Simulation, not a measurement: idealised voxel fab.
process module | voxel self aligned contacts
cross-section cut | 240 nm wide | cells 5 nm
A cross-section is a grid of square cells, given in bands from the top down. A band is one or more rows of cells.
Each band's line starts with the height of the band's top and of its bottom, in nm. Then come its materials from left to right, each with its width in nm. One material with "throughout" fills the band from edge to edge. "air" is empty space.
Height 0 is the level under which the wafer as received is all one material. The lowest band goes on downwards, as in "0 down".
A width such as "30 to 40" changes by the same amount from each row of cells to the next, from the band's top row to its bottom row.
"no change" after a step means that no cell of the cross-section changed.
closed voids: empty space of 8 cells or more with no open way to the top, each as width x height at its distance from the left edge, in nm
after a step's settings: what the simulator itself notes on the step
overlay nm, on a step with a mask: how far to the right of its planned place the mask lay; to the left if negative
plan
1 op RECEIVE | material Si
2 op OXIDIZE | depth nm 5
3 op DIRECTIONAL_DEP | material polySi | thk nm 30
4 op DIRECTIONAL_DEP | material SiN | thk nm 20
5 op PATTERN | tone cover | mask id GATE | material resist | width nm 35 | pitch nm 70 | thk nm 15 | overlay nm 0
6 op DIRECTIONAL_ETCH | etch materials SiN | depth nm 20
7 op DIRECTIONAL_ETCH | etch materials polySi | depth nm 30
8 op STRIP | etch materials resist
9 op CONFORMAL_DEP | material SiN | thk nm 10
10 op DIRECTIONAL_ETCH | etch materials SiN | depth nm 10
11 op FILL_DEP | material SiO2 | thk nm 15
12 op CMP | height nm 60
13 op DIRECTIONAL_DEP | material aC | thk nm 10
14 op PATTERN | tone open | mask id CONTACT | material resist | width nm 55 | pitch nm 70 | thk nm 30 | overlay nm 0
15 op DIRECTIONAL_ETCH | etch materials aC | depth nm 10
16 op STRIP | etch materials resist
17 op DIRECTIONAL_ETCH | etch materials SiO2 | depth nm 65
18 op STRIP | etch materials aC
19 op CONFORMAL_DEP | material TiN | thk nm 5
20 op FILL_DEP | material W | thk nm 5
21 op CMP | height nm 60
22 op CONFORMAL_DEP | material SiCN | thk nm 5
as received, after step 1
  0 down: Si throughout
  closed voids: none
a wafer at the end: this start, this plan, one mistake
  65 to 60: SiCN throughout
  60 to 50: SiO2 60 | TiN 5 to 20 | W 40 to 5 | TiN 5 to 25 | SiO2 20 | TiN 5 to 20 | W 40 to 5 | TiN 5 to 25 | SiO2 60
  50 to 30: SiO2 20 | SiN 55 | TiN 5 | W 5 | TiN 5 | SiN 55 | TiN 5 | W 5 | TiN 5 | SiN 55 | SiO2 25
  30 to 0: SiO2 20 | SiN 10 | polySi 35 | SiN 10 | TiN 5 | W 5 | TiN 5 | SiN 10 | polySi 35 | SiN 10 | TiN 5 | W 5 | TiN 5 | SiN 10 | polySi 35 | SiN 10 | SiO2 25
  0 to -5: SiO2 75 | TiN 15 | SiO2 55 | TiN 15 | SiO2 80
  -5 down: Si throughout
  closed voids: none
what went wrong: step 14 ran as: op PATTERN | tone open | mask id CONTACT | material resist | width nm 50 | pitch nm 70 | thk nm 30 | overlay nm 0
